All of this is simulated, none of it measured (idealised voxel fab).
Process module under the name voxel wiring stack
The cross-section on display is named cut; it measures 170 nm wide, and its cells are 5 nm squares.
In this document a cross-section is written as a grid of square cells. It is given as a series of bands, listed from the top down, and a band is one or more rows of cells.
Heads up on the band format: heights come first, top then bottom, in nm. After that it's the materials left to right, each with its width in nm. A single material flagged "full width" fills the whole band edge to edge, and "air" means there's empty space there.
Heights are reckoned from 0. Under this level, the received wafer is all of one material. The bottommost band is open-ended downward, for example "z 0 and below".
Think of "30..40" as a width that walks from the first number to the second as you go down the band, top row to bottom row, taking equal-sized steps from row to row.
"nothing different", as given for a step, is the statement that not any cell of the cross-section underwent a change during that step.
"Voids lacking openings" enumerates empty spaces isolated from the top, with no open way to it, that contain at least 8 cells, giving each as width x height at distance from the left edge, all three in nm.
It should be noted that, on the line of a given step, the content following the step's settings is a remark produced by the simulator itself with respect to that step.
A step's line can hold "overlay nm"; with a mask on that step, the setting says how far right of the planned place the mask lay, while a negative setting says it lay to the left.

### The planned process steps are enumerated hereunder
1) RECEIVE (material Si)
2) CONFORMAL_DEP (material SiO2; thk nm 10)
3) DIRECTIONAL_DEP (material TiN; thk nm 5)
4) DIRECTIONAL_DEP (material Ru; thk nm 25)
5) DIRECTIONAL_DEP (material aC; thk nm 10)
6) PATTERN (tone cover; mask id METAL_1; material resist; width nm 20; pitch nm 35; thk nm 30; overlay nm 0)
7) DIRECTIONAL_ETCH (etch materials aC; depth nm 10)
8) STRIP (etch materials resist)
9) DIRECTIONAL_ETCH (etch materials Ru; depth nm 25)
10) DIRECTIONAL_ETCH (etch materials TiN; depth nm 5)
11) STRIP (etch materials aC)
12) CONFORMAL_DEP (material SiN; thk nm 5)
13) FILL_DEP (material lowk; thk nm 10)
14) CMP (height nm 40)
15) CONFORMAL_DEP (material SiCN; thk nm 5)
16) DIRECTIONAL_DEP (material lowk; thk nm 25)
17) DIRECTIONAL_DEP (material aC; thk nm 15)
18) PATTERN (tone open; mask id METAL_2; material resist; width nm 20; pitch nm 35; thk nm 30; overlay nm 0)
19) DIRECTIONAL_ETCH (etch materials aC; depth nm 15)
20) STRIP (etch materials resist)
21) DIRECTIONAL_ETCH (etch materials lowk; depth nm 15)
22) STRIP (etch materials aC)
23) DIRECTIONAL_DEP (material aC; thk nm 5)
24) PATTERN (tone open; mask id METAL_2_HOLES; material resist; width nm 15; pitch nm 35; thk nm 25; overlay nm 0)
25) DIRECTIONAL_ETCH (etch materials aC; depth nm 10)
26) STRIP (etch materials resist)
27) DIRECTIONAL_ETCH (etch materials lowk; depth nm 10)
28) DIRECTIONAL_ETCH (etch materials SiCN; depth nm 5)
29) STRIP (etch materials aC)
30) CONFORMAL_DEP (material TiN; thk nm 5)
31) FILL_DEP (material Ru; thk nm 5)
32) CMP (height nm 70)
33) CONFORMAL_DEP (material SiCN; thk nm 5)
The plan shows the thk nm of step 23 as the first wafer had it; this setting differs between the wafers, which start out alike.

### So this is the first of several wafers, cross-sectioned as it came to us, meaning it's at the end of step 1
  z 0 and below | Si full width
  Voids lacking openings: none

### Heads up, this table goes wafer by wafer. A row tells you, at the end of the module, how many cells of each material that wafer has put on (+) or dropped (-) since it was received, and then its closed voids
thk nm 5 | +81 Ru | +59 SiCN | +52 SiN | +68 SiO2 | +54 TiN | +196 lowk | Voids lacking openings: none
thk nm 10 | +81 Ru | +59 SiCN | +52 SiN | +68 SiO2 | +54 TiN | +196 lowk | Voids lacking openings: none
thk nm 15 | +72 Ru | +68 SiCN | +52 SiN | +68 SiO2 | +36 TiN | +214 lowk | Voids lacking openings: none
thk nm 20 | +72 Ru | +68 SiCN | +52 SiN | +68 SiO2 | +36 TiN | +214 lowk | Voids lacking openings: none
thk nm 25 | +72 Ru | +68 SiCN | +52 SiN | +68 SiO2 | +36 TiN | +214 lowk | Voids lacking openings: none
